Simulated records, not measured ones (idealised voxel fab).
voxel quadruple lines: a process module
Each square cell in cross-section cut measures 5 nm, and the section as a whole is 300 nm wide.
A cross-section is written here as square cells arranged in a grid, and it is given in bands from the top down, each band taking up one or more rows of cells.
In this notation a band is specified by the heights of its top and bottom, in that order and in nm, after which its materials appear from left to right, each paired with its width in nm. The word "all across" attached to a single material means that material fills the band from edge to edge; the word "blank" stands for empty space.
Ref level 0: as-received wafer is one material below here. Bottom band extends down with no lower bound ("top 0, no bottom").
You'd read "30 to 40" like this: the band's top row of cells is as wide as the first number, its bottom row is as wide as the second, and going down, every row changes width by the same amount as the row before did.
For the purposes of this document, the phrase "nothing different" attached to a step denotes that no cell within the cross-section was modified by that step.
"Enclosed void list" contains a list of empty spaces, each no smaller than 8 cells and without an open way to the top, written in the form width x height at distance with the distance from the left edge and all three in nm.
That trailing text on a step's line, after the settings, is the simulator's own remark on the step.
overlay nm: how far to the right of its planned place the mask lay on this masked step (negative: to the left).
### The steps planned for the process are as follows
1. RECEIVE with material Si
2. CONFORMAL_DEP with material Al2O3, thk nm 5
3. DIRECTIONAL_DEP with material TiN, thk nm 10
4. DIRECTIONAL_DEP with material polySi, thk nm 15
5. DIRECTIONAL_DEP with material aC, thk nm 25
6. PATTERN with tone cover, mask id MANDREL, material resist, width nm 35, pitch nm 100, thk nm 30, overlay nm 0
7. DIRECTIONAL_ETCH with etch materials aC, depth nm 25
8. STRIP with etch materials resist
9. CONFORMAL_DEP with material SiO2, thk nm 15
10. DIRECTIONAL_ETCH with etch materials SiO2, depth nm 15
11. STRIP with etch materials aC
12. DIRECTIONAL_ETCH with etch materials polySi, depth nm 15
13. STRIP with etch materials SiO2
14. CONFORMAL_DEP with material SiCN, thk nm 10
15. DIRECTIONAL_ETCH with etch materials SiCN, depth nm 10
16. STRIP with etch materials polySi
17. DIRECTIONAL_ETCH with etch materials TiN, depth nm 10
18. STRIP with etch materials SiCN
### The first of two wafers, run as planned
### Received-state cross-section, reflecting completion of step 1
top 0, no bottom  Si all across
Enclosed void list: none
### State of the wafer after step 2, shown in cross-section
top 5, bottom 0  Al2O3 all across
Lower than 0, everything is as it was.
### State of the wafer after step 3, shown in cross-section
top 15, bottom 5  TiN all across
Lower than 5, everything is as it was.
### State of the wafer after step 4, shown in cross-section
top 30, bottom 15  polySi all across
Lower than 15, everything is as it was.
### State of the wafer after step 5, shown in cross-section
top 55, bottom 30  aC all across
Lower than 30, everything is as it was.
### State of the wafer after step 6, shown in cross-section
top 85, bottom 55  80 blank, 35 resist, 65 blank, 35 resist, 85 blank
Lower than 55, everything is as it was.
### State of the wafer after step 7, shown in cross-section
top 60, bottom 55  80 blank, 35 resist, 65 blank, 35 resist, 85 blank
top 55, bottom 30  80 blank, 35 aC, 65 blank, 35 aC, 85 blank
Lower than 30, everything is as it was.
### State of the wafer after step 8, shown in cross-section
top 55, bottom 30  80 blank, 35 aC, 65 blank, 35 aC, 85 blank
Lower than 30, everything is as it was.
### State of the wafer after step 9, shown in cross-section
top 70, bottom 55  65 blank, 65 SiO2, 35 blank, 65 SiO2, 70 blank
top 55, bottom 45  65 blank, 15 SiO2, 35 aC, 15 SiO2, 35 blank, 15 SiO2, 35 aC, 15 SiO2, 70 blank
top 45, bottom 30  80 SiO2, 35 aC, 65 SiO2, 35 aC, 85 SiO2
Lower than 30, everything is as it was.
### State of the wafer after step 10, shown in cross-section
top 55, bottom 30  65 blank, 15 SiO2, 35 aC, 15 SiO2, 35 blank, 15 SiO2, 35 aC, 15 SiO2, 70 blank
Lower than 30, everything is as it was.
### State of the wafer after step 11, shown in cross-section
top 55, bottom 30  65 blank, 15 SiO2, 35 blank, 15 SiO2, 35 blank, 15 SiO2, 35 blank, 15 SiO2, 70 blank
Lower than 30, everything is as it was.
### State of the wafer after step 12, shown in cross-section
top 55, bottom 30  65 blank, 15 SiO2, 35 blank, 15 SiO2, 35 blank, 15 SiO2, 35 blank, 15 SiO2, 70 blank
top 30, bottom 15  65 blank, 15 polySi, 35 blank, 15 polySi, 35 blank, 15 polySi, 35 blank, 15 polySi, 70 blank
Lower than 15, everything is as it was.
### State of the wafer after step 13, shown in cross-section
top 30, bottom 15  65 blank, 15 polySi, 35 blank, 15 polySi, 35 blank, 15 polySi, 35 blank, 15 polySi, 70 blank
Lower than 15, everything is as it was.
### State of the wafer after step 14, shown in cross-section
top 40, bottom 30  55 blank, 35 SiCN, 15 blank, 35 SiCN, 15 blank, 35 SiCN, 15 blank, 35 SiCN, 60 blank
top 30, bottom 25  55 blank, 10 SiCN, 15 polySi, 10 SiCN, 15 blank, 10 SiCN, 15 polySi, 10 SiCN, 15 blank, 10 SiCN, 15 polySi, 10 SiCN, 15 blank, 10 SiCN, 15 polySi, 10 SiCN, 60 blank
top 25, bottom 15  65 SiCN, 15 polySi, 35 SiCN, 15 polySi, 35 SiCN, 15 polySi, 35 SiCN, 15 polySi, 70 SiCN
Lower than 15, everything is as it was.
### State of the wafer after step 15, shown in cross-section
top 30, bottom 15  55 blank, 10 SiCN, 15 polySi, 10 SiCN, 15 blank, 10 SiCN, 15 polySi, 10 SiCN, 15 blank, 10 SiCN, 15 polySi, 10 SiCN, 15 blank, 10 SiCN, 15 polySi, 10 SiCN, 60 blank
Lower than 15, everything is as it was.
### State of the wafer after step 16, shown in cross-section
top 30, bottom 15  55 blank, 10 SiCN, 15 blank, 10 SiCN, 15 blank, 10 SiCN, 15 blank, 10 SiCN, 15 blank, 10 SiCN, 15 blank, 10 SiCN, 15 blank, 10 SiCN, 15 blank, 10 SiCN, 60 blank
Lower than 15, everything is as it was.
### State of the wafer after step 17, shown in cross-section
top 30, bottom 15  55 blank, 10 SiCN, 15 blank, 10 SiCN, 15 blank, 10 SiCN, 15 blank, 10 SiCN, 15 blank, 10 SiCN, 15 blank, 10 SiCN, 15 blank, 10 SiCN, 15 blank, 10 SiCN, 60 blank
top 15, bottom 5  55 blank, 10 TiN, 15 blank, 10 TiN, 15 blank, 10 TiN, 15 blank, 10 TiN, 15 blank, 10 TiN, 15 blank, 10 TiN, 15 blank, 10 TiN, 15 blank, 10 TiN, 60 blank
Lower than 5, everything is as it was.
### State of the wafer after step 18, shown in cross-section
top 15, bottom 5  55 blank, 10 TiN, 15 blank, 10 TiN, 15 blank, 10 TiN, 15 blank, 10 TiN, 15 blank, 10 TiN, 15 blank, 10 TiN, 15 blank, 10 TiN, 15 blank, 10 TiN, 60 blank
Lower than 5, everything is as it was.
### Here the second wafer is described. Its start and its plan were those of the first wafer. Its run contained one mistake. Up to and including step 2, it did exactly what the first wafer did
### Cross-sectional view of the second wafer at the intended end time of process step 3
top 10, bottom 5  TiN all across
Lower than 5, everything is as it was.
### Cross-sectional view of the second wafer at the intended end time of process step 4
top 25, bottom 10  polySi all across
Lower than 10, everything is as it was.
### Cross-sectional view of the second wafer at the intended end time of process step 5
top 50, bottom 25  aC all across
Lower than 25, everything is as it was.
### Cross-sectional view of the second wafer at the intended end time of process step 6
top 80, bottom 50  80 blank, 35 resist, 65 blank, 35 resist, 85 blank
Lower than 50, everything is as it was.
### Cross-sectional view of the second wafer at the intended end time of process step 7
top 55, bottom 50  80 blank, 35 resist, 65 blank, 35 resist, 85 blank
top 50, bottom 25  80 blank, 35 aC, 65 blank, 35 aC, 85 blank
Lower than 25, everything is as it was.
### Cross-sectional view of the second wafer at the intended end time of process step 8
top 50, bottom 25  80 blank, 35 aC, 65 blank, 35 aC, 85 blank
Lower than 25, everything is as it was.
### Cross-sectional view of the second wafer at the intended end time of process step 9
top 65, bottom 50  65 blank, 65 SiO2, 35 blank, 65 SiO2, 70 blank
top 50, bottom 40  65 blank, 15 SiO2, 35 aC, 15 SiO2, 35 blank, 15 SiO2, 35 aC, 15 SiO2, 70 blank
top 40, bottom 25  80 SiO2, 35 aC, 65 SiO2, 35 aC, 85 SiO2
Lower than 25, everything is as it was.
### Cross-sectional view of the second wafer at the intended end time of process step 10
top 50, bottom 25  65 blank, 15 SiO2, 35 aC, 15 SiO2, 35 blank, 15 SiO2, 35 aC, 15 SiO2, 70 blank
Lower than 25, everything is as it was.
### Cross-sectional view of the second wafer at the intended end time of process step 11
top 50, bottom 25  65 blank, 15 SiO2, 35 blank, 15 SiO2, 35 blank, 15 SiO2, 35 blank, 15 SiO2, 70 blank
Lower than 25, everything is as it was.
### Cross-sectional view of the second wafer at the intended end time of process step 12
top 50, bottom 25  65 blank, 15 SiO2, 35 blank, 15 SiO2, 35 blank, 15 SiO2, 35 blank, 15 SiO2, 70 blank
top 25, bottom 10  65 blank, 15 polySi, 35 blank, 15 polySi, 35 blank, 15 polySi, 35 blank, 15 polySi, 70 blank
Lower than 10, everything is as it was.
### Cross-sectional view of the second wafer at the intended end time of process step 13
top 25, bottom 10  65 blank, 15 polySi, 35 blank, 15 polySi, 35 blank, 15 polySi, 35 blank, 15 polySi, 70 blank
Lower than 10, everything is as it was.
### Cross-sectional view of the second wafer at the intended end time of process step 14
top 35, bottom 25  55 blank, 35 SiCN, 15 blank, 35 SiCN, 15 blank, 35 SiCN, 15 blank, 35 SiCN, 60 blank
top 25, bottom 20  55 blank, 10 SiCN, 15 polySi, 10 SiCN, 15 blank, 10 SiCN, 15 polySi, 10 SiCN, 15 blank, 10 SiCN, 15 polySi, 10 SiCN, 15 blank, 10 SiCN, 15 polySi, 10 SiCN, 60 blank
top 20, bottom 10  65 SiCN, 15 polySi, 35 SiCN, 15 polySi, 35 SiCN, 15 polySi, 35 SiCN, 15 polySi, 70 SiCN
Lower than 10, everything is as it was.
### Cross-sectional view of the second wafer at the intended end time of process step 15
top 25, bottom 10  55 blank, 10 SiCN, 15 polySi, 10 SiCN, 15 blank, 10 SiCN, 15 polySi, 10 SiCN, 15 blank, 10 SiCN, 15 polySi, 10 SiCN, 15 blank, 10 SiCN, 15 polySi, 10 SiCN, 60 blank
Lower than 10, everything is as it was.
### Cross-sectional view of the second wafer at the intended end time of process step 16
top 25, bottom 10  55 blank, 10 SiCN, 15 blank, 10 SiCN, 15 blank, 10 SiCN, 15 blank, 10 SiCN, 15 blank, 10 SiCN, 15 blank, 10 SiCN, 15 blank, 10 SiCN, 15 blank, 10 SiCN, 60 blank
Lower than 10, everything is as it was.
### Cross-sectional view of the second wafer at the intended end time of process step 17
top 25, bottom 10  55 blank, 10 SiCN, 15 blank, 10 SiCN, 15 blank, 10 SiCN, 15 blank, 10 SiCN, 15 blank, 10 SiCN, 15 blank, 10 SiCN, 15 blank, 10 SiCN, 15 blank, 10 SiCN, 60 blank
top 10, bottom 5  55 blank, 10 TiN, 15 blank, 10 TiN, 15 blank, 10 TiN, 15 blank, 10 TiN, 15 blank, 10 TiN, 15 blank, 10 TiN, 15 blank, 10 TiN, 15 blank, 10 TiN, 60 blank
Lower than 5, everything is as it was.
### Cross-sectional view of the second wafer at the intended end time of process step 18
top 10, bottom 5  55 blank, 10 TiN, 15 blank, 10 TiN, 15 blank, 10 TiN, 15 blank, 10 TiN, 15 blank, 10 TiN, 15 blank, 10 TiN, 15 blank, 10 TiN, 15 blank, 10 TiN, 60 blank
Lower than 5, everything is as it was.
It is concluded that the wafer was processed incorrectly with respect to the plan, in that step 3 changed vs plan, executed as DIRECTIONAL_DEP with material TiN, thk nm 5
End check, counted in cells, second wafer has more or fewer of these materials than the first: 16 fewer of TiN
